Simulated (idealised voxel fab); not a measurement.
Module name: voxel self aligned vias (process module)
Xsec cut, 280 nm wide, square cell size 5 nm.
Cross-section = grid of square cells, listed top down in bands; band = one or more rows.
The entry gives the band's vertical extent as a top height and a bottom height in nm, then its horizontal make-up as materials from left to right, each with a width in nm. "empty" stands for empty space; a single material marked "full width" fills the band edge to edge.
It should be noted that heights are counted from 0, beneath which the wafer as supplied is of one material throughout, and that the lowest band possesses no lower boundary but continues downward, as written in "0..down".
It should be noted that a width expressed as "30..40" varies in equal increments from row to row of cells within the band, taking the value of the first number at the top row and that of the second number at the bottom row.
Key: "nothing changed" - step with no changed cell in the cross-section.
Basically, "Sealed voids" tells you about the enclosed voids: empty spaces with no open way to the top, 8 cells or bigger, each written width x height at distance, where distance is from the left edge, all in nm.
Formally, on a step line, whatever follows the settings is a remark that the simulator itself makes on the step.
Steps that use a mask can have "overlay nm" on their line. It says how far the mask sat to the right of where it was meant to be. Negative means to the left.
# Here's what the planned process steps look like
- 1: RECEIVE,material Si
- 2: CONFORMAL_DEP,material SiO2,thk nm 10
- 3: CONFORMAL_DEP,material SiCN,thk nm 5
- 4: DIRECTIONAL_DEP,material lowk,thk nm 20
- 5: MASKED_ETCH,tone open,mask id LINES,width nm 20,pitch nm 65,etch materials lowk,depth nm 20,overlay nm 0
- 6: CONFORMAL_DEP,material TiN,thk nm 5
- 7: FILL_DEP,material W,thk nm 10
- 8: CMP,height nm 35
- 9: SELECTIVE_ETCH,etch materials W Ru TiN,depth nm 5
- 10: FILL_DEP,material SiN,thk nm 10
- 11: CMP,height nm 35
- 12: DIRECTIONAL_DEP,material lowk,thk nm 20
- 13: PATTERN,tone open,mask id VIAS,material resist,width nm 40,thk nm 15,overlay nm 0
- 14: DIRECTIONAL_ETCH,etch materials lowk,depth nm 20
- 15: DIRECTIONAL_ETCH,etch materials SiN,depth nm 5
- 16: STRIP,etch materials resist
- 17: CONFORMAL_DEP,material TiN,thk nm 5
- 18: FILL_DEP,material Ru,thk nm 5
- 19: CMP,height nm 55
- 20: CONFORMAL_DEP,material SiN,thk nm 5
# Wafer as received: cross-section following step 1
	0..down = Si full width
	Sealed voids: none
# Wafer cross-section at end of module: start and plan as shown above, one execution error
	60..55 = SiN full width
	55..35 = 85 of lowk | 5 of TiN | 30 of Ru | 5 of TiN | 155 of lowk
	35..30 = 85 of SiN | 40 of TiN | 155 of SiN
	30..25 = 100 of TiN | 10 of W | 55 of TiN | 10 of W | 105 of TiN
	25..10 = 95 of lowk | 5 of TiN | 10 of W | 5 of TiN | 45 of lowk | 5 of TiN | 10 of W | 5 of TiN | 100 of lowk
	10..5 = 95 of lowk | 20 of TiN | 45 of lowk | 20 of TiN | 100 of lowk
	5..0 = SiCN full width
	0..down = Si full width
	Sealed voids: none
Want to know what went wrong? yeah, step 2 of the plan got skipped, never ran
